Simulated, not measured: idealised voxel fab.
process module | voxel gate over fins
cross-section cut | 265 nm wide | cells 5 nm
A cross-section is a grid of square cells, given in bands from the top down. A band is one or more rows of cells.
Each band's line starts with the height of the band's top and of its bottom, in nm. Then come its materials from left to right, each with its width in nm. One material with "throughout" fills the band from edge to edge. "air" is empty space.
Height 0 is the level under which the wafer as received is all one material. The lowest band goes on downwards, as in "0 down".
A width such as "30 to 40" changes by the same amount from each row of cells to the next, from the band's top row to its bottom row.
"no change" after a step means that no cell of the cross-section changed.
closed voids: empty space of 8 cells or more with no open way to the top, each as width x height at its distance from the left edge, in nm
after a step's settings: what the simulator itself notes on the step
overlay nm, on a step with a mask: how far to the right of its planned place the mask lay; to the left if negative
plan
1 op RECEIVE | material Si
2 op CONFORMAL_DEP | material SiN | thk nm 10
3 op DIRECTIONAL_DEP | material aC | thk nm 10
4 op PATTERN | tone cover | mask id FINS | material resist | width nm 15 | pitch nm 50 | thk nm 30 | overlay nm 0
5 op DIRECTIONAL_ETCH | etch materials aC | depth nm 10
6 op STRIP | etch materials resist
7 op DIRECTIONAL_ETCH | etch materials SiN | depth nm 10
8 op DIRECTIONAL_ETCH | etch materials Si | depth nm 30
9 op STRIP | etch materials aC
10 op FILL_DEP | material SiO2 | thk nm 10
11 op CMP | height nm 10
12 op PATTERN | tone open | mask id RAIL | material resist | width nm 15 | thk nm 20 | overlay nm 0
13 op DIRECTIONAL_ETCH | etch materials SiO2 | depth nm 35
14 op STRIP | etch materials resist
15 op CONFORMAL_DEP | material TiN | thk nm 5
16 op FILL_DEP | material W | thk nm 10
17 op CMP | height nm 10
18 op SELECTIVE_ETCH | etch materials W Ru TiN | depth nm 25
19 op FILL_DEP | material SiO2 | thk nm 5
20 op CMP | height nm 10
21 op SELECTIVE_ETCH | etch materials SiO2 | depth nm 20
22 op STRIP | etch materials SiN
23 op CONFORMAL_DEP | material HfO2 | thk nm 5
24 op CONFORMAL_DEP | material TiN | thk nm 5
25 op FILL_DEP | material W | thk nm 15
26 op CMP | height nm 20
27 op CONFORMAL_DEP | material SiCN | thk nm 5
as received, after step 1
  0 down: Si throughout
  closed voids: none
first wafer at the end, as planned
  25 to 20: SiCN throughout
  20 to 10: W throughout
  10 to 5: W 90 | TiN 35 | W 15 | TiN 35 | W 90
  5 to 0: W 90 | TiN 5 | HfO2 25 | TiN 5 | W 15 | TiN 5 | HfO2 25 | TiN 5 | W 90
  0 to -5: TiN 95 | HfO2 5 | Si 15 | HfO2 5 | TiN 25 | HfO2 5 | Si 15 | HfO2 5 | TiN 95
  -5 to -10: HfO2 100 | Si 15 | HfO2 35 | Si 15 | HfO2 100
  -10 to -15: SiO2 100 | Si 15 | SiO2 35 | Si 15 | SiO2 100
  -15 to -20: SiO2 100 | Si 15 | SiO2 10 | TiN 5 | W 5 | TiN 5 | SiO2 10 | Si 15 | SiO2 100
  -20 to -25: SiO2 100 | Si 15 | SiO2 10 | TiN 15 | SiO2 10 | Si 15 | SiO2 100
  -25 to -30: SiO2 100 | Si 15 | SiO2 35 | Si 15 | SiO2 100
  -30 down: Si throughout
  closed voids: none
second wafer at the end: like start, like plan, one mistake
  25 to 20: SiCN throughout
  20 to 10: W throughout
  10 to 5: TiN throughout
  5 to 0: HfO2 throughout
  0 to -15: SiO2 100 | Si 15 | SiO2 35 | Si 15 | SiO2 100
  -15 to -20: SiO2 100 | Si 15 | SiO2 10 | TiN 5 | W 5 | TiN 5 | SiO2 10 | Si 15 | SiO2 100
  -20 to -25: SiO2 100 | Si 15 | SiO2 10 | TiN 15 | SiO2 10 | Si 15 | SiO2 100
  -25 to -30: SiO2 100 | Si 15 | SiO2 35 | Si 15 | SiO2 100
  -30 down: Si throughout
  closed voids: none
what went wrong: step 21 ran as: op SELECTIVE_ETCH | etch materials SiO2 | depth nm 10
at the end the second wafer has, in cells: 8 fewer of HfO2 | 94 more of SiO2 | 8 fewer of TiN | 78 fewer of W
